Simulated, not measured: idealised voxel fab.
The name of this process module is voxel transistor to metal.
Displayed cross-section: cut, width of 170 nm, square cells sized 5 nm.
Bands, listed from the top down, are how a cross-section gets written in this document; the cross-section itself is a grid of square cells, and a band is one or more rows of them.
For a band, the entry starts with two heights in nm, that of the top and then that of the bottom, and carries on with the band's materials in order from left to right, each alongside its width in nm; the word "throughout" beside a single material means it fills the band edge to edge, and "empty" means empty space.
Zero point of the height axis is 0; under it, received wafer = one material. Lowest band: continues down indefinitely, "0..down".
When a width is written as two numbers, as in "30 to 40", the first number is the width in the top row of cells of the band and the second is the width in its bottom row, and the width changes by the same amount from each row to the next.
No cell of the cross-section changed in a step that is given as "nothing different".
"Closed void inventory" contains a list of empty spaces, each no smaller than 8 cells and without an open way to the top, written in the form width x height at distance with the distance from the left edge and all three in nm.
What comes after the settings on a step's line is commentary from the simulator itself on that step.
"overlay nm" denotes, for a step that has a mask, the displacement of the mask to the right of its planned place, with negative values corresponding to the left.

[Planned step list for the process]
step 1: RECEIVE,material Si
step 2: CONFORMAL_DEP,material SiO2,thk nm 5
step 3: CONFORMAL_DEP,material SiN,thk nm 15
step 4: MASKED_ETCH,tone cover,mask id ACTIVE,width nm 125,etch materials SiN,depth nm 15,overlay nm 0
step 5: MASKED_ETCH,tone cover,mask id ACTIVE,width nm 125,etch materials SiO2,depth nm 5,overlay nm 0
step 6: MASKED_ETCH,tone cover,mask id ACTIVE,width nm 125,etch materials Si,depth nm 35,overlay nm 0
step 7: FILL_DEP,material SiO2,thk nm 10
step 8: CMP,height nm 20
step 9: SELECTIVE_ETCH,etch materials SiO2,depth nm 10
step 10: STRIP,etch materials SiN
step 11: SELECTIVE_ETCH,etch materials SiO2,depth nm 5
step 12: OXIDIZE,depth nm 5
step 13: DIRECTIONAL_DEP,material polySi,thk nm 20
step 14: DIRECTIONAL_DEP,material SiCN,thk nm 10
step 15: PATTERN,tone cover,mask id GATE,material resist,width nm 25,thk nm 20,overlay nm 0
step 16: DIRECTIONAL_ETCH,etch materials SiCN,depth nm 20
step 17: DIRECTIONAL_ETCH,etch materials polySi,depth nm 30
step 18: STRIP,etch materials resist
step 19: CONFORMAL_DEP,material SiO2,thk nm 5
step 20: DIRECTIONAL_ETCH,etch materials SiO2,depth nm 5
step 21: CONFORMAL_DEP,material SiN,thk nm 10
step 22: DIRECTIONAL_ETCH,etch materials SiN,depth nm 10
step 23: DIRECTIONAL_ETCH,etch materials SiO2,depth nm 5
step 24: DIRECTIONAL_ETCH,etch materials Si,depth nm 10
step 25: EPI,material pSi,thk nm 15
step 26: FILL_DEP,material SiO2,thk nm 5
step 27: CMP,height nm 30
step 28: DIRECTIONAL_DEP,material SiO2,thk nm 10
step 29: MASKED_ETCH,tone open,mask id CONTACT,width nm 35,pitch nm 70,etch materials SiO2,depth nm 30,overlay nm 0
step 30: CONFORMAL_DEP,material TiN,thk nm 5
step 31: FILL_DEP,material W,thk nm 5
step 32: CMP,height nm 40
step 33: CONFORMAL_DEP,material SiCN,thk nm 5
step 34: DIRECTIONAL_DEP,material SiO2,thk nm 20
step 35: DIRECTIONAL_DEP,material aC,thk nm 10
step 36: PATTERN,tone open,mask id METAL_1,material resist,width nm 20,pitch nm 85,thk nm 25,overlay nm 0
step 37: DIRECTIONAL_ETCH,etch materials aC,depth nm 10
step 38: STRIP,etch materials resist
step 39: DIRECTIONAL_ETCH,etch materials SiO2,depth nm 20
step 40: DIRECTIONAL_ETCH,etch materials SiCN,depth nm 5
step 41: STRIP,etch materials aC
step 42: CONFORMAL_DEP,material TiN,thk nm 5
step 43: FILL_DEP,material Cu,thk nm 10
step 44: CMP,height nm 65
step 45: CONFORMAL_DEP,material SiCN,thk nm 5

[The first wafer of two, processed as planned]

[Cross-section: wafer on arrival = after step 1]
> 0..down = Si throughout
> Closed void inventory: none

[After step 2: wafer cross-section]
> 5..0 = SiO2 throughout
> Lower than 0, everything is as it was.

[After step 3: wafer cross-section]
> 20..5 = SiN throughout
> Lower than 5, everything is as it was.

[After step 4: wafer cross-section]
> 20..5 = empty=20; SiN=125; empty=25
> Lower than 5, everything is as it was.

[After step 5: wafer cross-section]
> 20..5 = empty=20; SiN=125; empty=25
> 5..0 = empty=20; SiO2=125; empty=25
> Lower than 0, everything is as it was.

[After step 6: wafer cross-section]
> 20..5 = empty=20; SiN=125; empty=25
> 5..0 = empty=20; SiO2=125; empty=25
> 0..-35 = empty=20; Si=125; empty=25
> Lower than -35, everything is as it was.

[After step 7: wafer cross-section]
> 30..20 = SiO2 throughout
> 20..5 = SiO2=20; SiN=125; SiO2=25
> 5..0 = SiO2 throughout
> 0..-35 = SiO2=20; Si=125; SiO2=25
> Lower than -35, everything is as it was.

[After step 8: wafer cross-section]
> 20..5 = SiO2=20; SiN=125; SiO2=25
> Lower than 5, everything is as it was.

[After step 9: wafer cross-section]
> 20..10 = empty=20; SiN=125; empty=25
> Lower than 10, everything is as it was.

[After step 10: wafer cross-section]
> 10..5 = SiO2=20; empty=125; SiO2=25
> Lower than 5, everything is as it was.

[After step 11: wafer cross-section]
> 5..0 = SiO2=15; empty=135; SiO2=20
> Lower than 0, everything is as it was.

[After step 12: wafer cross-section]
> 5..0 = SiO2=15; empty=135; SiO2=20
> 0..-5 = SiO2 throughout
> Lower than -5, everything is as it was.

[After step 13: wafer cross-section]
> 25..20 = polySi=15; empty=135; polySi=20
> 20..5 = polySi throughout
> 5..0 = SiO2=15; polySi=135; SiO2=20
> Lower than 0, everything is as it was.

[After step 14: wafer cross-section]
> 35..30 = SiCN=15; empty=135; SiCN=20
> 30..25 = SiCN throughout
> 25..20 = polySi=15; SiCN=135; polySi=20
> Lower than 20, everything is as it was.

[After step 15: wafer cross-section]
> 55..35 = empty=70; resist=25; empty=75
> 35..30 = SiCN=15; empty=55; resist=25; empty=55; SiCN=20
> Lower than 30, everything is as it was.

[After step 16: wafer cross-section]
> 55..30 = empty=70; resist=25; empty=75
> 30..25 = empty=70; SiCN=25; empty=75
> 25..20 = polySi=15; empty=55; SiCN=25; empty=55; polySi=20
> Lower than 20, everything is as it was.

[After step 17: wafer cross-section]
> 55..30 = empty=70; resist=25; empty=75
> 30..20 = empty=70; SiCN=25; empty=75
> 20..5 = empty=70; polySi=25; empty=75
> 5..0 = SiO2=15; empty=55; polySi=25; empty=55; SiO2=20
> Lower than 0, everything is as it was.

[After step 18: wafer cross-section]
> 30..20 = empty=70; SiCN=25; empty=75
> Lower than 20, everything is as it was.

[After step 19: wafer cross-section]
> 35..30 = empty=65; SiO2=35; empty=70
> 30..20 = empty=65; SiO2=5; SiCN=25; SiO2=5; empty=70
> 20..10 = empty=65; SiO2=5; polySi=25; SiO2=5; empty=70
> 10..5 = SiO2=20; empty=45; SiO2=5; polySi=25; SiO2=5; empty=45; SiO2=25
> 5..0 = SiO2=70; polySi=25; SiO2=75
> Lower than 0, everything is as it was.

[After step 20: wafer cross-section]
> 30..20 = empty=65; SiO2=5; SiCN=25; SiO2=5; empty=70
> 20..5 = empty=65; SiO2=5; polySi=25; SiO2=5; empty=70
> 5..0 = SiO2=20; empty=45; SiO2=5; polySi=25; SiO2=5; empty=45; SiO2=25
> Lower than 0, everything is as it was.

[After step 21: wafer cross-section]
> 40..30 = empty=55; SiN=55; empty=60
> 30..20 = empty=55; SiN=10; SiO2=5; SiCN=25; SiO2=5; SiN=10; empty=60
> 20..15 = empty=55; SiN=10; SiO2=5; polySi=25; SiO2=5; SiN=10; empty=60
> 15..10 = SiN=30; empty=25; SiN=10; SiO2=5; polySi=25; SiO2=5; SiN=10; empty=25; SiN=35
> 10..5 = SiN=65; SiO2=5; polySi=25; SiO2=5; SiN=70
> 5..0 = SiO2=20; SiN=45; SiO2=5; polySi=25; SiO2=5; SiN=45; SiO2=25
> Lower than 0, everything is as it was.

[After step 22: wafer cross-section]
> 30..20 = empty=55; SiN=10; SiO2=5; SiCN=25; SiO2=5; SiN=10; empty=60
> 20..5 = empty=55; SiN=10; SiO2=5; polySi=25; SiO2=5; SiN=10; empty=60
> 5..0 = SiO2=20; SiN=10; empty=25; SiN=10; SiO2=5; polySi=25; SiO2=5; SiN=10; empty=25; SiN=10; SiO2=25
> Lower than 0, everything is as it was.

[After step 23: wafer cross-section]
> 30..25 = empty=55; SiN=10; empty=5; SiCN=25; empty=5; SiN=10; empty=60
> 25..20 = empty=55; SiN=10; SiO2=5; SiCN=25; SiO2=5; SiN=10; empty=60
> 20..5 = empty=55; SiN=10; SiO2=5; polySi=25; SiO2=5; SiN=10; empty=60
> 5..0 = empty=20; SiN=10; empty=25; SiN=10; SiO2=5; polySi=25; SiO2=5; SiN=10; empty=25; SiN=10; empty=25
> 0..-5 = SiO2=30; empty=25; SiO2=55; empty=25; SiO2=35
> Lower than -5, everything is as it was.

[After step 24: wafer cross-section]
> 30..25 = empty=55; SiN=10; empty=5; SiCN=25; empty=5; SiN=10; empty=60
> 25..20 = empty=55; SiN=10; SiO2=5; SiCN=25; SiO2=5; SiN=10; empty=60
> 20..5 = empty=55; SiN=10; SiO2=5; polySi=25; SiO2=5; SiN=10; empty=60
> 5..0 = empty=20; SiN=10; empty=25; SiN=10; SiO2=5; polySi=25; SiO2=5; SiN=10; empty=25; SiN=10; empty=25
> 0..-5 = SiO2=30; empty=25; SiO2=55; empty=25; SiO2=35
> -5..-15 = SiO2=20; Si=10; empty=25; Si=55; empty=25; Si=10; SiO2=25
> Lower than -15, everything is as it was.

[After step 25: wafer cross-section]
> 30..25 = empty=55; SiN=10; empty=5; SiCN=25; empty=5; SiN=10; empty=60
> 25..20 = empty=55; SiN=10; SiO2=5; SiCN=25; SiO2=5; SiN=10; empty=60
> 20..10 = empty=55; SiN=10; SiO2=5; polySi=25; SiO2=5; SiN=10; empty=60
> 10..5 = empty=25; pSi=30; SiN=10; SiO2=5; polySi=25; SiO2=5; SiN=10; pSi=30; empty=30
> 5..0 = empty=20; SiN=10; pSi=25; SiN=10; SiO2=5; polySi=25; SiO2=5; SiN=10; pSi=25; SiN=10; empty=25
> 0..-5 = SiO2=30; pSi=25; SiO2=55; pSi=25; SiO2=35
> -5..-15 = SiO2=20; Si=10; pSi=25; Si=55; pSi=25; Si=10; SiO2=25
> Lower than -15, everything is as it was.

[After step 26: wafer cross-section]
> 35..30 = SiO2 throughout
> 30..20 = SiO2=55; SiN=10; SiO2=5; SiCN=25; SiO2=5; SiN=10; SiO2=60
> 20..10 = SiO2=55; SiN=10; SiO2=5; polySi=25; SiO2=5; SiN=10; SiO2=60
> 10..5 = SiO2=25; pSi=30; SiN=10; SiO2=5; polySi=25; SiO2=5; SiN=10; pSi=30; SiO2=30
> 5..0 = SiO2=20; SiN=10; pSi=25; SiN=10; SiO2=5; polySi=25; SiO2=5; SiN=10; pSi=25; SiN=10; SiO2=25
> Lower than 0, everything is as it was.

[After step 27: wafer cross-section]
> 30..20 = SiO2=55; SiN=10; SiO2=5; SiCN=25; SiO2=5; SiN=10; SiO2=60
> Lower than 20, everything is as it was.

[After step 28: wafer cross-section]
> 40..30 = SiO2 throughout
> Lower than 30, everything is as it was.

[After step 29: wafer cross-section]
> 40..30 = SiO2=30; empty=35; SiO2=35; empty=35; SiO2=35
> 30..20 = SiO2=30; empty=25; SiN=10; SiO2=5; SiCN=25; SiO2=5; SiN=10; empty=25; SiO2=35
> 20..10 = SiO2=30; empty=25; SiN=10; SiO2=5; polySi=25; SiO2=5; SiN=10; empty=25; SiO2=35
> Lower than 10, everything is as it was.

[After step 30: wafer cross-section]
> 45..40 = TiN=35; empty=25; TiN=45; empty=25; TiN=40
> 40..30 = SiO2=30; TiN=5; empty=25 to 15; TiN=5 to 15; SiO2=35; TiN=5 to 15; empty=25 to 15; TiN=5; SiO2=35
> 30..20 = SiO2=30; TiN=5; empty=15; TiN=5; SiN=10; SiO2=5; SiCN=25; SiO2=5; SiN=10; TiN=5; empty=15; TiN=5; SiO2=35
> 20..15 = SiO2=30; TiN=5; empty=15; TiN=5; SiN=10; SiO2=5; polySi=25; SiO2=5; SiN=10; TiN=5; empty=15; TiN=5; SiO2=35
> 15..10 = SiO2=30; TiN=25; SiN=10; SiO2=5; polySi=25; SiO2=5; SiN=10; TiN=25; SiO2=35
> Lower than 10, everything is as it was.

[After step 31: wafer cross-section]
> 50..45 = W throughout
> 45..40 = TiN=35; W=25; TiN=45; W=25; TiN=40
> 40..30 = SiO2=30; TiN=5; W=25 to 15; TiN=5 to 15; SiO2=35; TiN=5 to 15; W=25 to 15; TiN=5; SiO2=35
> 30..20 = SiO2=30; TiN=5; W=15; TiN=5; SiN=10; SiO2=5; SiCN=25; SiO2=5; SiN=10; TiN=5; W=15; TiN=5; SiO2=35
> 20..15 = SiO2=30; TiN=5; W=15; TiN=5; SiN=10; SiO2=5; polySi=25; SiO2=5; SiN=10; TiN=5; W=15; TiN=5; SiO2=35
> Lower than 15, everything is as it was.

[After step 32: wafer cross-section]
> 40..30 = SiO2=30; TiN=5; W=25 to 15; TiN=5 to 15; SiO2=35; TiN=5 to 15; W=25 to 15; TiN=5; SiO2=35
> Lower than 30, everything is as it was.

[After step 33: wafer cross-section]
> 45..40 = SiCN throughout
> Lower than 40, everything is as it was.

[After step 34: wafer cross-section]
> 65..45 = SiO2 throughout
> Lower than 45, everything is as it was.

[After step 35: wafer cross-section]
> 75..65 = aC throughout
> Lower than 65, everything is as it was.

[After step 36: wafer cross-section]
> 100..75 = resist=30; empty=20; resist=65; empty=20; resist=35
> Lower than 75, everything is as it was.

[After step 37: wafer cross-section]
> 90..75 = resist=30; empty=20; resist=65; empty=20; resist=35
> 75..65 = aC=30; empty=20; aC=65; empty=20; aC=35
> Lower than 65, everything is as it was.

[After step 38: wafer cross-section]
> 75..65 = aC=30; empty=20; aC=65; empty=20; aC=35
> Lower than 65, everything is as it was.

[After step 39: wafer cross-section]
> 75..65 = aC=30; empty=20; aC=65; empty=20; aC=35
> 65..45 = SiO2=30; empty=20; SiO2=65; empty=20; SiO2=35
> Lower than 45, everything is as it was.

[After step 40: wafer cross-section]
> 75..65 = aC=30; empty=20; aC=65; empty=20; aC=35
> 65..45 = SiO2=30; empty=20; SiO2=65; empty=20; SiO2=35
> 45..40 = SiCN=30; empty=20; SiCN=65; empty=20; SiCN=35
> Lower than 40, everything is as it was.

[After step 41: wafer cross-section]
> 65..45 = SiO2=30; empty=20; SiO2=65; empty=20; SiO2=35
> Lower than 45, everything is as it was.

[After step 42: wafer cross-section]
> 70..65 = TiN=35; empty=10; TiN=75; empty=10; TiN=40
> 65..45 = SiO2=30; TiN=5; empty=10; TiN=5; SiO2=65; TiN=5; empty=10; TiN=5; SiO2=35
> 45..40 = SiCN=30; TiN=20; SiCN=65; TiN=20; SiCN=35
> Lower than 40, everything is as it was.

[After step 43: wafer cross-section]
> 80..70 = Cu throughout
> 70..65 = TiN=35; Cu=10; TiN=75; Cu=10; TiN=40
> 65..45 = SiO2=30; TiN=5; Cu=10; TiN=5; SiO2=65; TiN=5; Cu=10; TiN=5; SiO2=35
> Lower than 45, everything is as it was.

[After step 44: wafer cross-section]
> 65..45 = SiO2=30; TiN=5; Cu=10; TiN=5; SiO2=65; TiN=5; Cu=10; TiN=5; SiO2=35
> Lower than 45, everything is as it was.

[After step 45: wafer cross-section]
> 70..65 = SiCN throughout
> Lower than 65, everything is as it was.

[Now the other wafer: same start, same recipe, but we messed up one thing when running it. Up to and including step 43 it's the same as the first one]

[Second wafer shown in cross-section at the time step 44 was slated to end]
> 70..65 = TiN=35; Cu=10; TiN=75; Cu=10; TiN=40
> Lower than 65, everything is as it was.

[Second wafer shown in cross-section at the time step 45 was slated to end]
> 75..70 = SiCN throughout
> Lower than 70, everything is as it was.
Nonconformance to the process plan: so step 44 ended up running with a different setting than we planned, it ran as CMP,height nm 70
Cell-count delta at end, second wafer over first, by material: Cu +4, TiN +30
